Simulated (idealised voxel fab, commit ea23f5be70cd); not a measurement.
The following is a process module called voxel capacitor over wiring.
Each square cell in cross-section cut measures 5 nm, and the section as a whole is 140 nm wide.
Think of the cross-section as a grid of square cells. We describe it in bands, top to bottom, and each band covers one or more rows of those cells. Quick guide to a band line: top height, bottom height (nm) up front; then every material left to right with its width in nm. Only one material and it's marked "edge to edge"? Then it fills the band edge to edge. And "empty" just means empty space. Note: height 0 marks the level under which the wafer is uniformly one material as received. Lowest band unbounded below, written "from 0 down". Per-row width for "30..40": begins at first number (top row of band), ends at second number (bottom row), increment between rows held constant. Step note "remained unchanged" = no cross-section cell changed. Each empty space that has no open way to the top and spans at least 8 cells appears under "Closed-off voids" as width x height at distance, the distance counted from the left edge, all in nm. Heads up: the bit after the settings on a step's line is the simulator's remark on that step. Each step line may optionally specify "overlay nm", which for a step with a mask gives the rightward distance between the mask's planned place and where it lay, a negative value indicating the leftward direction.
Steps in the process plan
1,RECEIVE: material Si
2,CONFORMAL_DEP: material SiO2, thk nm 15
3,DIRECTIONAL_DEP: material TiN, thk nm 5
4,DIRECTIONAL_DEP: material W, thk nm 25
5,MASKED_ETCH: tone cover, mask id METAL_1, width nm 20, pitch nm 75, etch materials W, depth nm 25, overlay nm 0
6,MASKED_ETCH: tone cover, mask id METAL_1, width nm 20, pitch nm 75, etch materials TiN, depth nm 5, overlay nm 0
7,FILL_DEP: material lowk, thk nm 5
8,CMP: height nm 45
9,CONFORMAL_DEP: material SiCN, thk nm 5
10,DIRECTIONAL_DEP: material lowk, thk nm 15
11,PATTERN: tone open, mask id PLUG_1, material resist, width nm 15, thk nm 20, overlay nm 0
12,DIRECTIONAL_ETCH: etch materials lowk, depth nm 15
13,DIRECTIONAL_ETCH: etch materials SiCN, depth nm 5
14,STRIP: etch materials resist
15,EPI: material Ru, thk nm 10
16,EPI: material Ru, thk nm 10
17,DIRECTIONAL_DEP: material TiN, thk nm 5
18,DIRECTIONAL_DEP: material SiN, thk nm 5
19,DIRECTIONAL_DEP: material TiN, thk nm 10
20,PATTERN: tone cover, mask id UPPER_PLATE, material resist, width nm 60, thk nm 20, overlay nm 0
21,DIRECTIONAL_ETCH: etch materials TiN, depth nm 10
22,DIRECTIONAL_ETCH: etch materials SiN, depth nm 5
23,STRIP: etch materials resist
24,DIRECTIONAL_DEP: material aC, thk nm 10
25,PATTERN: tone cover, mask id LOWER_PLATE, material resist, width nm 70, thk nm 30, overlay nm 0
26,DIRECTIONAL_ETCH: etch materials aC, depth nm 10
27,STRIP: etch materials resist
28,DIRECTIONAL_ETCH: etch materials TiN, depth nm 5
29,STRIP: etch materials aC
30,FILL_DEP: material SiO2, thk nm 15
31,CMP: height nm 95
32,MASKED_ETCH: tone open, mask id PLUG_2, width nm 15, etch materials SiO2, depth nm 10, overlay nm 0
33,CONFORMAL_DEP: material TiN, thk nm 5
34,FILL_DEP: material Cu, thk nm 5
35,CMP: height nm 95
36,CONFORMAL_DEP: material SiCN, thk nm 5
The first of the two wafers, which ran as planned
The cross-section here shows the wafer as received, i.e. in its state after step 1
    from 0 down = Si edge to edge
    Closed-off voids: none
Upon completion of step 2, the wafer appears in cross-section as shown
    from 15 to 0 = SiO2 edge to edge
    Whatever lies below 0 is exactly as it was before.
Upon completion of step 3, the wafer appears in cross-section as shown
    from 20 to 15 = TiN edge to edge
    Whatever lies below 15 is exactly as it was before.
Upon completion of step 4, the wafer appears in cross-section as shown
    from 45 to 20 = W edge to edge
    Whatever lies below 20 is exactly as it was before.
Upon completion of step 5, the wafer appears in cross-section as shown
    from 45 to 20 = empty: 20, W: 20, empty: 55, W: 20, empty: 25
    Whatever lies below 20 is exactly as it was before.
Upon completion of step 6, the wafer appears in cross-section as shown
    from 45 to 20 = empty: 20, W: 20, empty: 55, W: 20, empty: 25
    from 20 to 15 = empty: 20, TiN: 20, empty: 55, TiN: 20, empty: 25
    Whatever lies below 15 is exactly as it was before.
Upon completion of step 7, the wafer appears in cross-section as shown
    from 50 to 45 = lowk edge to edge
    from 45 to 20 = lowk: 20, W: 20, lowk: 55, W: 20, lowk: 25
    from 20 to 15 = lowk: 20, TiN: 20, lowk: 55, TiN: 20, lowk: 25
    Whatever lies below 15 is exactly as it was before.
Upon completion of step 8, the wafer appears in cross-section as shown
    from 45 to 20 = lowk: 20, W: 20, lowk: 55, W: 20, lowk: 25
    Whatever lies below 20 is exactly as it was before.
Upon completion of step 9, the wafer appears in cross-section as shown
    from 50 to 45 = SiCN edge to edge
    Whatever lies below 45 is exactly as it was before.
Upon completion of step 10, the wafer appears in cross-section as shown
    from 65 to 50 = lowk edge to edge
    Whatever lies below 50 is exactly as it was before.
Upon completion of step 11, the wafer appears in cross-section as shown
    from 85 to 65 = resist: 25, empty: 15, resist: 100
    Whatever lies below 65 is exactly as it was before.
Upon completion of step 12, the wafer appears in cross-section as shown
    from 85 to 65 = resist: 25, empty: 15, resist: 100
    from 65 to 50 = lowk: 25, empty: 15, lowk: 100
    Whatever lies below 50 is exactly as it was before.
Upon completion of step 13, the wafer appears in cross-section as shown
    from 85 to 65 = resist: 25, empty: 15, resist: 100
    from 65 to 50 = lowk: 25, empty: 15, lowk: 100
    from 50 to 45 = SiCN: 25, empty: 15, SiCN: 100
    Whatever lies below 45 is exactly as it was before.
Upon completion of step 14, the wafer appears in cross-section as shown
    from 65 to 50 = lowk: 25, empty: 15, lowk: 100
    Whatever lies below 50 is exactly as it was before.
Upon completion of step 15, the wafer appears in cross-section as shown
    from 65 to 55 = lowk: 25, empty: 15, lowk: 100
    from 55 to 50 = lowk: 25, Ru: 15, lowk: 100
    from 50 to 45 = SiCN: 25, Ru: 15, SiCN: 100
    Whatever lies below 45 is exactly as it was before.
Upon completion of step 16, the wafer appears in cross-section as shown
    from 65 to 50 = lowk: 25, Ru: 15, lowk: 100
    Whatever lies below 50 is exactly as it was before.
Upon completion of step 17, the wafer appears in cross-section as shown
    from 70 to 65 = TiN edge to edge
    Whatever lies below 65 is exactly as it was before.
Upon completion of step 18, the wafer appears in cross-section as shown
    from 75 to 70 = SiN edge to edge
    Whatever lies below 70 is exactly as it was before.
Upon completion of step 19, the wafer appears in cross-section as shown
    from 85 to 75 = TiN edge to edge
    Whatever lies below 75 is exactly as it was before.
Upon completion of step 20, the wafer appears in cross-section as shown
    from 105 to 85 = empty: 25, resist: 60, empty: 55
    Whatever lies below 85 is exactly as it was before.
Upon completion of step 21, the wafer appears in cross-section as shown
    from 105 to 85 = empty: 25, resist: 60, empty: 55
    from 85 to 75 = empty: 25, TiN: 60, empty: 55
    Whatever lies below 75 is exactly as it was before.
Upon completion of step 22, the wafer appears in cross-section as shown
    from 105 to 85 = empty: 25, resist: 60, empty: 55
    from 85 to 75 = empty: 25, TiN: 60, empty: 55
    from 75 to 70 = empty: 25, SiN: 60, empty: 55
    Whatever lies below 70 is exactly as it was before.
Upon completion of step 23, the wafer appears in cross-section as shown
    from 85 to 75 = empty: 25, TiN: 60, empty: 55
    Whatever lies below 75 is exactly as it was before.
Upon completion of step 24, the wafer appears in cross-section as shown
    from 95 to 85 = empty: 25, aC: 60, empty: 55
    from 85 to 80 = empty: 25, TiN: 60, empty: 55
    from 80 to 75 = aC: 25, TiN: 60, aC: 55
    from 75 to 70 = aC: 25, SiN: 60, aC: 55
    Whatever lies below 70 is exactly as it was before.
Upon completion of step 25, the wafer appears in cross-section as shown
    from 125 to 95 = empty: 20, resist: 70, empty: 50
    from 95 to 85 = empty: 20, resist: 5, aC: 60, resist: 5, empty: 50
    from 85 to 80 = empty: 20, resist: 5, TiN: 60, resist: 5, empty: 50
    Whatever lies below 80 is exactly as it was before.
Upon completion of step 26, the wafer appears in cross-section as shown
    from 115 to 95 = empty: 20, resist: 70, empty: 50
    from 95 to 85 = empty: 20, resist: 5, aC: 60, resist: 5, empty: 50
    from 85 to 80 = empty: 20, resist: 5, TiN: 60, resist: 5, empty: 50
    from 80 to 75 = empty: 20, aC: 5, TiN: 60, aC: 5, empty: 50
    from 75 to 70 = empty: 20, aC: 5, SiN: 60, aC: 5, empty: 50
    Whatever lies below 70 is exactly as it was before.
Upon completion of step 27, the wafer appears in cross-section as shown
    from 95 to 85 = empty: 25, aC: 60, empty: 55
    from 85 to 80 = empty: 25, TiN: 60, empty: 55
    Whatever lies below 80 is exactly as it was before.
Upon completion of step 28, the wafer appears in cross-section as shown
    from 95 to 85 = empty: 25, aC: 60, empty: 55
    from 85 to 80 = empty: 25, TiN: 60, empty: 55
    from 80 to 75 = empty: 20, aC: 5, TiN: 60, aC: 5, empty: 50
    from 75 to 70 = empty: 20, aC: 5, SiN: 60, aC: 5, empty: 50
    from 70 to 65 = empty: 20, TiN: 70, empty: 50
    Whatever lies below 65 is exactly as it was before.
Upon completion of step 29, the wafer appears in cross-section as shown
    from 85 to 75 = empty: 25, TiN: 60, empty: 55
    from 75 to 70 = empty: 25, SiN: 60, empty: 55
    Whatever lies below 70 is exactly as it was before.
Upon completion of step 30, the wafer appears in cross-section as shown
    from 100 to 85 = SiO2 edge to edge
    from 85 to 75 = SiO2: 25, TiN: 60, SiO2: 55
    from 75 to 70 = SiO2: 25, SiN: 60, SiO2: 55
    from 70 to 65 = SiO2: 20, TiN: 70, SiO2: 50
    Whatever lies below 65 is exactly as it was before.
Upon completion of step 31, the wafer appears in cross-section as shown
    from 95 to 85 = SiO2 edge to edge
    Whatever lies below 85 is exactly as it was before.
Upon completion of step 32, the wafer appears in cross-section as shown
    from 95 to 85 = SiO2: 35, empty: 15, SiO2: 90
    Whatever lies below 85 is exactly as it was before.
Upon completion of step 33, the wafer appears in cross-section as shown
    from 100 to 95 = TiN: 40, empty: 5, TiN: 95
    from 95 to 90 = SiO2: 35, TiN: 5, empty: 5, TiN: 5, SiO2: 90
    from 90 to 85 = SiO2: 35, TiN: 15, SiO2: 90
    Whatever lies below 85 is exactly as it was before.
Upon completion of step 34, the wafer appears in cross-section as shown
    from 105 to 100 = Cu edge to edge
    from 100 to 95 = TiN: 40, Cu: 5, TiN: 95
    from 95 to 90 = SiO2: 35, TiN: 5, Cu: 5, TiN: 5, SiO2: 90
    Whatever lies below 90 is exactly as it was before.
Upon completion of step 35, the wafer appears in cross-section as shown
    from 95 to 90 = SiO2: 35, TiN: 5, Cu: 5, TiN: 5, SiO2: 90
    Whatever lies below 90 is exactly as it was before.
Upon completion of step 36, the wafer appears in cross-section as shown
    from 100 to 95 = SiCN edge to edge
    Whatever lies below 95 is exactly as it was before.
Regarding the second of the two wafers: it shared the first wafer's starting condition and process plan, yet one error occurred during its execution. Its history coincides with that of the first wafer up to and including step 14
when step 16 should have ended
    from 65 to 55 = lowk: 25, empty: 15, lowk: 100
    from 55 to 50 = lowk: 25, Ru: 15, lowk: 100
    from 50 to 45 = SiCN: 25, Ru: 15, SiCN: 100
    Whatever lies below 45 is exactly as it was before.
when step 17 should have ended
    from 70 to 65 = TiN: 25, empty: 15, TiN: 100
    from 65 to 60 = lowk: 25, empty: 15, lowk: 100
    from 60 to 55 = lowk: 25, TiN: 15, lowk: 100
    Whatever lies below 55 is exactly as it was before.
when step 18 should have ended
    from 75 to 70 = SiN: 25, empty: 15, SiN: 100
    from 70 to 65 = TiN: 25, empty: 15, TiN: 100
    from 65 to 60 = lowk: 25, SiN: 15, lowk: 100
    Whatever lies below 60 is exactly as it was before.
when step 19 should have ended
    from 85 to 75 = TiN: 25, empty: 15, TiN: 100
    from 75 to 70 = SiN: 25, TiN: 15, SiN: 100
    from 70 to 65 = TiN edge to edge
    Whatever lies below 65 is exactly as it was before.
when step 20 should have ended
    from 105 to 85 = empty: 25, resist: 60, empty: 55
    from 85 to 75 = TiN: 25, resist: 15, TiN: 100
    Whatever lies below 75 is exactly as it was before.
when step 21 should have ended
    from 105 to 85 = empty: 25, resist: 60, empty: 55
    from 85 to 75 = empty: 25, resist: 15, TiN: 45, empty: 55
    Whatever lies below 75 is exactly as it was before.
when step 22 should have ended
    from 105 to 85 = empty: 25, resist: 60, empty: 55
    from 85 to 75 = empty: 25, resist: 15, TiN: 45, empty: 55
    from 75 to 70 = empty: 25, TiN: 15, SiN: 45, empty: 55
    Whatever lies below 70 is exactly as it was before.
when step 23 should have ended
    from 85 to 75 = empty: 40, TiN: 45, empty: 55
    Whatever lies below 75 is exactly as it was before.
when step 24 should have ended
    from 95 to 85 = empty: 40, aC: 45, empty: 55
    from 85 to 80 = empty: 25, aC: 15, TiN: 45, empty: 55
    from 80 to 75 = aC: 40, TiN: 45, aC: 55
    from 75 to 70 = aC: 25, TiN: 15, SiN: 45, aC: 55
    Whatever lies below 70 is exactly as it was before.
when step 25 should have ended
    from 125 to 95 = empty: 20, resist: 70, empty: 50
    from 95 to 85 = empty: 20, resist: 20, aC: 45, resist: 5, empty: 50
    from 85 to 80 = empty: 20, resist: 5, aC: 15, TiN: 45, resist: 5, empty: 50
    Whatever lies below 80 is exactly as it was before.
when step 26 should have ended
    from 115 to 95 = empty: 20, resist: 70, empty: 50
    from 95 to 85 = empty: 20, resist: 20, aC: 45, resist: 5, empty: 50
    from 85 to 80 = empty: 20, resist: 5, aC: 15, TiN: 45, resist: 5, empty: 50
    from 80 to 75 = empty: 20, aC: 20, TiN: 45, aC: 5, empty: 50
    from 75 to 70 = empty: 20, aC: 5, TiN: 15, SiN: 45, aC: 5, empty: 50
    Whatever lies below 70 is exactly as it was before.
when step 27 should have ended
    from 95 to 85 = empty: 40, aC: 45, empty: 55
    from 85 to 80 = empty: 25, aC: 15, TiN: 45, empty: 55
    Whatever lies below 80 is exactly as it was before.
when step 28 should have ended
    from 95 to 85 = empty: 40, aC: 45, empty: 55
    from 85 to 80 = empty: 25, aC: 15, TiN: 45, empty: 55
    from 80 to 75 = empty: 20, aC: 20, TiN: 45, aC: 5, empty: 50
    from 75 to 70 = empty: 20, aC: 5, TiN: 15, SiN: 45, aC: 5, empty: 50
    from 70 to 65 = empty: 20, TiN: 70, empty: 50
    Whatever lies below 65 is exactly as it was before.
when step 29 should have ended
    from 85 to 75 = empty: 40, TiN: 45, empty: 55
    from 75 to 70 = empty: 25, TiN: 15, SiN: 45, empty: 55
    Whatever lies below 70 is exactly as it was before.
when step 30 should have ended
    from 100 to 85 = SiO2 edge to edge
    from 85 to 75 = SiO2: 40, TiN: 45, SiO2: 55
    from 75 to 70 = SiO2: 25, TiN: 15, SiN: 45, SiO2: 55
    from 70 to 65 = SiO2: 20, TiN: 70, SiO2: 50
    Whatever lies below 65 is exactly as it was before.
when step 31 should have ended
    from 95 to 85 = SiO2 edge to edge
    Whatever lies below 85 is exactly as it was before.
when step 32 should have ended
    from 95 to 85 = SiO2: 35, empty: 15, SiO2: 90
    Whatever lies below 85 is exactly as it was before.
when step 33 should have ended
    from 100 to 95 = TiN: 40, empty: 5, TiN: 95
    from 95 to 90 = SiO2: 35, TiN: 5, empty: 5, TiN: 5, SiO2: 90
    from 90 to 85 = SiO2: 35, TiN: 15, SiO2: 90
    Whatever lies below 85 is exactly as it was before.
when step 34 should have ended
    from 105 to 100 = Cu edge to edge
    from 100 to 95 = TiN: 40, Cu: 5, TiN: 95
    from 95 to 90 = SiO2: 35, TiN: 5, Cu: 5, TiN: 5, SiO2: 90
    Whatever lies below 90 is exactly as it was before.
when step 35 should have ended
    from 95 to 90 = SiO2: 35, TiN: 5, Cu: 5, TiN: 5, SiO2: 90
    Whatever lies below 90 is exactly as it was before.
when step 36 should have ended
    from 100 to 95 = SiCN edge to edge
    Whatever lies below 95 is exactly as it was before.
Plan not followed: the process omitted one of its identical steps 15 and 16, and which one is impossible to determine
Cell-count delta at end, second wafer over first, by material: Ru -6 | SiO2 +6
